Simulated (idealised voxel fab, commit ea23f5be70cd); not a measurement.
process module | voxel fin reveal
cross-section cut | 245 nm wide | cells 5 nm
A cross-section is a grid of square cells, given in bands from the top down. A band is one or more rows of cells.
Each band's line starts with the height of the band's top and of its bottom, in nm. Then come its materials from left to right, each with its width in nm. One material with "throughout" fills the band from edge to edge. "air" is empty space.
Height 0 is the level under which the wafer as received is all one material. The lowest band goes on downwards, as in "0 down".
A width such as "30 to 40" changes by the same amount from each row of cells to the next, from the band's top row to its bottom row.
"no change" after a step means that no cell of the cross-section changed.
closed voids: empty space of 8 cells or more with no open way to the top, each as width x height at its distance from the left edge, in nm
after a step's settings: what the simulator itself notes on the step
overlay nm, on a step with a mask: how far to the right of its planned place the mask lay; to the left if negative
plan
1 op RECEIVE | material Si
2 op CONFORMAL_DEP | material SiN | thk nm 10
3 op MASKED_ETCH | tone cover | mask id FINS | width nm 15 | pitch nm 40 | etch materials SiN | depth nm 10 | overlay nm 0
4 op MASKED_ETCH | tone cover | mask id FINS | width nm 15 | pitch nm 40 | etch materials Si | depth nm 35 | overlay nm 0
5 op OXIDIZE | depth nm 5
6 op FILL_DEP | material SiO2 | thk nm 15
7 op CMP | height nm 10
8 op SELECTIVE_ETCH | etch materials SiO2 | depth nm 20
9 op STRIP | etch materials SiN
10 op CONFORMAL_DEP | material HfO2 | thk nm 5
as received, after step 1
  0 down: Si throughout
  closed voids: none
a wafer at the end: this start, this plan, one mistake
  0 to -5: air 55 | HfO2 15 | air 25 | HfO2 15 | air 25 | HfO2 15 | air 25 | HfO2 15 | air 55
  -5 to -10: HfO2 60 | Si 5 | HfO2 35 | Si 5 | HfO2 35 | Si 5 | HfO2 35 | Si 5 | HfO2 60
  -10 to -40: SiO2 60 | Si 5 | SiO2 35 | Si 5 | SiO2 35 | Si 5 | SiO2 35 | Si 5 | SiO2 60
  -40 down: Si throughout
  closed voids: none
what went wrong: step 2 was left out
